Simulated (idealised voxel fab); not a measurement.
Process module heading - voxel wiring stack
FYI the section here is cut, 275 nm wide, cells are 5 nm squares.
Square cells in a grid make up a cross-section in this document, and the grid is given as bands, listed from the top down, each one or more rows of cells. Per band: top height and bottom height in nm, followed by the left-to-right materials and their widths in nm; "throughout" marks a single material spanning edge to edge, "empty" marks empty space. Height datum 0, below which the as-received substrate wafer is one material. Lowest band open at the bottom, running downward: "top 0, no bottom". Think of "30..40" as a width that walks from the first number to the second as you go down the band, top row to bottom row, taking equal-sized steps from row to row. Key: "remained the same" - step with no changed cell in the cross-section. The list in "Trapped voids" covers empty spaces of 8 cells or more that cannot reach the top through any open way, and it gives each as width x height at distance; the distance is from the left edge, and width, height and distance are in nm. The remark found on a step's line after its settings is issued by the simulator itself and pertains to that step. The setting "overlay nm" may be written on the line of a step. When the step uses a mask, the value reports how far to the right of the planned place the mask lay, and a negative value reports that it lay to the left.
[Planned process steps]
1: RECEIVE, material Si
2: CONFORMAL_DEP, material SiO2, thk nm 10
3: DIRECTIONAL_DEP, material TiN, thk nm 5
4: DIRECTIONAL_DEP, material W, thk nm 15
5: DIRECTIONAL_DEP, material aC, thk nm 15
6: PATTERN, tone cover, mask id METAL_1, material resist, width nm 30, pitch nm 55, thk nm 30, overlay nm 0
7: DIRECTIONAL_ETCH, etch materials aC, depth nm 15
8: STRIP, etch materials resist
9: DIRECTIONAL_ETCH, etch materials W, depth nm 15
10: DIRECTIONAL_ETCH, etch materials TiN, depth nm 5
11: STRIP, etch materials aC
12: CONFORMAL_DEP, material SiCN, thk nm 5
13: FILL_DEP, material SiO2, thk nm 10
14: CMP, height nm 30
15: CONFORMAL_DEP, material SiCN, thk nm 5
16: DIRECTIONAL_DEP, material SiO2, thk nm 20
17: PATTERN, tone open, mask id PLUG_1, material resist, width nm 15, pitch nm 55, thk nm 20, overlay nm 0
18: DIRECTIONAL_ETCH, etch materials SiO2, depth nm 20
19: DIRECTIONAL_ETCH, etch materials SiCN, depth nm 5
20: STRIP, etch materials resist
21: EPI, material Ru, thk nm 10
22: EPI, material Ru, thk nm 10
23: EPI, material Ru, thk nm 5
24: DIRECTIONAL_DEP, material TiN, thk nm 5
25: DIRECTIONAL_DEP, material Ru, thk nm 25
26: DIRECTIONAL_DEP, material aC, thk nm 15
27: PATTERN, tone cover, mask id METAL_2, material resist, width nm 30, pitch nm 55, thk nm 35, overlay nm 0
28: DIRECTIONAL_ETCH, etch materials aC, depth nm 15
29: STRIP, etch materials resist
30: DIRECTIONAL_ETCH, etch materials Ru, depth nm 25
31: DIRECTIONAL_ETCH, etch materials TiN, depth nm 5
32: STRIP, etch materials aC
33: FILL_DEP, material lowk, thk nm 5
34: CMP, height nm 85
35: CONFORMAL_DEP, material SiCN, thk nm 5
36: DIRECTIONAL_DEP, material lowk, thk nm 20
37: PATTERN, tone open, mask id PLUG_2, material resist, width nm 15, pitch nm 110, thk nm 20, overlay nm 0
38: DIRECTIONAL_ETCH, etch materials lowk, depth nm 20
39: DIRECTIONAL_ETCH, etch materials SiCN, depth nm 5
40: STRIP, etch materials resist
41: CONFORMAL_DEP, material TiN, thk nm 5
42: FILL_DEP, material Ru, thk nm 10
43: CMP, height nm 110
44: DIRECTIONAL_DEP, material TiN, thk nm 5
45: DIRECTIONAL_DEP, material Ru, thk nm 15
46: PATTERN, tone cover, mask id METAL_3, material resist, width nm 30, pitch nm 55, thk nm 20, overlay nm 0
47: DIRECTIONAL_ETCH, etch materials Ru, depth nm 15
48: DIRECTIONAL_ETCH, etch materials TiN, depth nm 5
49: STRIP, etch materials resist
50: CONFORMAL_DEP, material SiN, thk nm 5
51: FILL_DEP, material lowk, thk nm 10
52: CMP, height nm 130
53: CONFORMAL_DEP, material SiCN, thk nm 5
54: DIRECTIONAL_DEP, material SiO2, thk nm 30
55: MASKED_ETCH, tone open, mask id METAL_4, width nm 30, pitch nm 55, etch materials SiO2, depth nm 20, overlay nm 0
56: MASKED_ETCH, tone open, mask id METAL_4_HOLES, width nm 15, pitch nm 55, etch materials SiO2, depth nm 10, overlay nm 0
57: MASKED_ETCH, tone open, mask id METAL_4_HOLES, width nm 15, pitch nm 55, etch materials SiCN, depth nm 5, overlay nm 0
58: CONFORMAL_DEP, material TiN, thk nm 5
59: FILL_DEP, material Cu, thk nm 5
60: CMP, height nm 165
61: CONFORMAL_DEP, material SiCN, thk nm 5
[As received (post step 1): cross-section]
	top 0, no bottom = Si throughout
	Trapped voids: none
[Wafer cross-section at module end: first of two, run to plan]
	top 170, bottom 165 = SiCN throughout
	top 165, bottom 150 = SiO2: 65 | TiN: 5 | Cu: 20 | TiN: 5 | SiO2: 25 | TiN: 5 | Cu: 20 | TiN: 5 | SiO2: 25 | TiN: 5 | Cu: 20 | TiN: 5 | SiO2: 70
	top 150, bottom 145 = SiO2: 65 | TiN: 5 | Cu: 5 | TiN: 20 | SiO2: 25 | TiN: 5 | Cu: 5 | TiN: 20 | SiO2: 25 | TiN: 5 | Cu: 5 | TiN: 20 | SiO2: 70
	top 145, bottom 135 = SiO2: 65 | TiN: 5 | Cu: 5 | TiN: 5 | SiO2: 40 | TiN: 5 | Cu: 5 | TiN: 5 | SiO2: 40 | TiN: 5 | Cu: 5 | TiN: 5 | SiO2: 85
	top 135, bottom 130 = SiCN: 65 | TiN: 15 | SiCN: 40 | TiN: 15 | SiCN: 40 | TiN: 15 | SiCN: 85
	top 130, bottom 115 = lowk: 60 | SiN: 5 | Ru: 30 | SiN: 5 | lowk: 15 | SiN: 5 | Ru: 30 | SiN: 5 | lowk: 15 | SiN: 5 | Ru: 30 | SiN: 5 | lowk: 65
	top 115, bottom 110 = SiN: 65 | TiN: 30 | SiN: 25 | TiN: 30 | SiN: 25 | TiN: 30 | SiN: 70
	top 110, bottom 90 = lowk: 65 | TiN: 5 | Ru: 5 | TiN: 5 | lowk: 95 | TiN: 5 | Ru: 5 | TiN: 5 | lowk: 85
	top 90, bottom 85 = SiCN: 65 | TiN: 15 | SiCN: 95 | TiN: 15 | SiCN: 85
	top 85, bottom 60 = lowk: 65 | Ru: 30 | lowk: 25 | Ru: 30 | lowk: 25 | Ru: 30 | lowk: 70
	top 60, bottom 55 = lowk: 65 | TiN: 30 | lowk: 25 | TiN: 30 | lowk: 25 | TiN: 30 | lowk: 70
	top 55, bottom 35 = SiO2: 65 | Ru: 15 | SiO2: 40 | Ru: 15 | SiO2: 40 | Ru: 15 | SiO2: 85
	top 35, bottom 30 = SiCN: 65 | Ru: 15 | SiCN: 40 | Ru: 15 | SiCN: 40 | Ru: 15 | SiCN: 85
	top 30, bottom 15 = SiO2: 60 | SiCN: 5 | W: 30 | SiCN: 5 | SiO2: 15 | SiCN: 5 | W: 30 | SiCN: 5 | SiO2: 15 | SiCN: 5 | W: 30 | SiCN: 5 | SiO2: 65
	top 15, bottom 10 = SiCN: 65 | TiN: 30 | SiCN: 25 | TiN: 30 | SiCN: 25 | TiN: 30 | SiCN: 70
	top 10, bottom 0 = SiO2 throughout
	top 0, no bottom = Si throughout
	Trapped voids: none
[Cross-section at end of module for the second wafer of two, which matched the first in starting point and plan and differed by one mistake in its processing]
	top 170, bottom 165 = SiCN throughout
	top 165, bottom 150 = SiO2: 65 | TiN: 5 | Cu: 20 | TiN: 5 | SiO2: 25 | TiN: 5 | Cu: 20 | TiN: 5 | SiO2: 25 | TiN: 5 | Cu: 20 | TiN: 5 | SiO2: 70
	top 150, bottom 145 = SiO2: 65 | TiN: 5 | Cu: 5 | TiN: 20 | SiO2: 25 | TiN: 5 | Cu: 5 | TiN: 20 | SiO2: 25 | TiN: 5 | Cu: 5 | TiN: 20 | SiO2: 70
	top 145, bottom 135 = SiO2: 65 | TiN: 5 | Cu: 5 | TiN: 5 | SiO2: 40 | TiN: 5 | Cu: 5 | TiN: 5 | SiO2: 40 | TiN: 5 | Cu: 5 | TiN: 5 | SiO2: 85
	top 135, bottom 130 = SiCN: 65 | TiN: 15 | SiCN: 40 | TiN: 15 | SiCN: 40 | TiN: 15 | SiCN: 85
	top 130, bottom 115 = lowk: 60 | SiN: 5 | Ru: 30 | SiN: 5 | lowk: 15 | SiN: 5 | Ru: 30 | SiN: 5 | lowk: 15 | SiN: 5 | Ru: 30 | SiN: 5 | lowk: 65
	top 115, bottom 110 = SiN: 65 | TiN: 30 | SiN: 25 | TiN: 30 | SiN: 25 | TiN: 30 | SiN: 70
	top 110, bottom 90 = lowk: 65 | TiN: 5 | Ru: 5 | TiN: 5 | lowk: 95 | TiN: 5 | Ru: 5 | TiN: 5 | lowk: 85
	top 90, bottom 85 = SiCN: 65 | TiN: 15 | SiCN: 95 | TiN: 15 | SiCN: 85
	top 85, bottom 70 = lowk: 65 | Ru: 30 | lowk: 25 | Ru: 30 | lowk: 25 | Ru: 30 | lowk: 70
	top 70, bottom 65 = lowk: 65 | TiN: 25 | Ru: 5 | lowk: 25 | TiN: 25 | Ru: 5 | lowk: 25 | TiN: 25 | Ru: 5 | lowk: 70
	top 65, bottom 60 = lowk: 55 | Ru: 40 | lowk: 15 | Ru: 40 | lowk: 15 | Ru: 40 | lowk: 70
	top 60, bottom 55 = lowk: 55 | Ru: 35 | TiN: 5 | lowk: 15 | Ru: 35 | TiN: 5 | lowk: 15 | Ru: 35 | TiN: 5 | lowk: 70
	top 55, bottom 35 = SiO2: 65 | Ru: 15 | SiO2: 40 | Ru: 15 | SiO2: 40 | Ru: 15 | SiO2: 85
	top 35, bottom 30 = SiCN: 65 | Ru: 15 | SiCN: 40 | Ru: 15 | SiCN: 40 | Ru: 15 | SiCN: 85
	top 30, bottom 15 = SiO2: 60 | SiCN: 5 | W: 30 | SiCN: 5 | SiO2: 15 | SiCN: 5 | W: 30 | SiCN: 5 | SiO2: 15 | SiCN: 5 | W: 30 | SiCN: 5 | SiO2: 65
	top 15, bottom 10 = SiCN: 65 | TiN: 30 | SiCN: 25 | TiN: 30 | SiCN: 25 | TiN: 30 | SiCN: 70
	top 10, bottom 0 = SiO2 throughout
	top 0, no bottom = Si throughout
	Trapped voids: none
Short version of what went wrong: one of the like steps 21 and 22 was run twice, and which one is unknowable
Materials where the second wafer ends with more or fewer cells than the first: Ru: 12 more | lowk: 12 fewer
